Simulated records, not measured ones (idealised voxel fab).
This section sets out a process module, namely voxel ribs on slabs.
Square cell edge 5 nm, section width 185 nm, ID cut.
Throughout this document, each cross-section is represented as a grid of square cells and is presented as a sequence of bands enumerated from the top downward, where a band comprises one or more rows of cells.
Look at the band entry: it leads with the top's height and the bottom's height in nm. Then it lists the materials left to right, with a width in nm for each. The word "all across" on a single material says that material fills the band edge to edge. The word "empty" is empty space.
Note: height 0 marks the level under which the wafer is uniformly one material as received. Lowest band unbounded below, written "0 nm and below".
Note: "30->40" means the width goes from the first number (top row of the band) to the second number (bottom row) in equal steps per row of cells.
Given "stayed the same" for a step, no cell of the cross-section differs between before and after that step.
Basically, "Enclosed internal voids" tells you about the enclosed voids: empty spaces with no open way to the top, 8 cells or bigger, each written width x height at distance, where distance is from the left edge, all in nm.
Text after the settings on a step's line: the simulator's own remark on that step.
The line of a step may include "overlay nm". On a step with a mask, this value is how far to the right of its planned place the mask lay. A negative value means the mask lay to the left.

## List of planned process steps
| 1 | RECEIVE [material Si] |
| 2 | DIRECTIONAL_DEP [material SiO2] [thk nm 20] |
| 3 | DIRECTIONAL_DEP [material SiN] [thk nm 15] |
| 4 | PATTERN [tone cover] [mask id RIB] [material resist] [width nm 15] [thk nm 20] [overlay nm 0] |
| 5 | DIRECTIONAL_ETCH [etch materials SiN] [depth nm 5] |
| 6 | STRIP [etch materials resist] |
| 7 | DIRECTIONAL_DEP [material aC] [thk nm 10] |
| 8 | PATTERN [tone cover] [mask id SLAB] [material resist] [width nm 65] [thk nm 30] [overlay nm 0] |
| 9 | DIRECTIONAL_ETCH [etch materials aC] [depth nm 10] |
| 10 | STRIP [etch materials resist] |
| 11 | DIRECTIONAL_ETCH [etch materials SiN] [depth nm 10] |
| 12 | STRIP [etch materials aC] |
| 13 | FILL_DEP [material SiO2] [thk nm 20] |
| 14 | CMP [height nm 50] |
| 15 | DIRECTIONAL_DEP [material TiN] [thk nm 5] |
| 16 | DIRECTIONAL_DEP [material aC] [thk nm 15] |
| 17 | PATTERN [tone cover] [mask id HEATER] [material resist] [width nm 25] [thk nm 30] [overlay nm 0] |
| 18 | DIRECTIONAL_ETCH [etch materials aC] [depth nm 15] |
| 19 | STRIP [etch materials resist] |
| 20 | DIRECTIONAL_ETCH [etch materials TiN] [depth nm 5] |
| 21 | STRIP [etch materials aC] |
| 22 | CONFORMAL_DEP [material SiO2] [thk nm 5] |

## Wafer as received: cross-section following step 1
* 0 nm and below: Si all across
* Enclosed internal voids: none

## First of two wafers: cross-section at end of module, run per plan
* 60 nm to 55 nm: 75 empty; 35 SiO2; 75 empty
* 55 nm to 50 nm: 80 SiO2; 25 TiN; 80 SiO2
* 50 nm to 35 nm: SiO2 all across
* 35 nm to 30 nm: 85 SiO2; 15 SiN; 85 SiO2
* 30 nm to 20 nm: 60 SiO2; 65 SiN; 60 SiO2
* 20 nm to 0 nm: SiO2 all across
* 0 nm and below: Si all across
* Enclosed internal voids: none

## second wafer at the end: like start, like plan, one mistake
* 60 nm to 55 nm: 75 empty; 35 SiO2; 75 empty
* 55 nm to 50 nm: 80 SiO2; 25 TiN; 80 SiO2
* 50 nm to 0 nm: SiO2 all across
* 0 nm and below: Si all across
* Enclosed internal voids: none
In executing the process, a mistake was made relative to the plan: step 3 was processed under conditions differing from the plan, specifically as DIRECTIONAL_DEP [material SiO2] [thk nm 15]
FYI, end of process, the second wafer has more or fewer cells of some materials than the first: SiN: 29 fewer; SiO2: 29 more
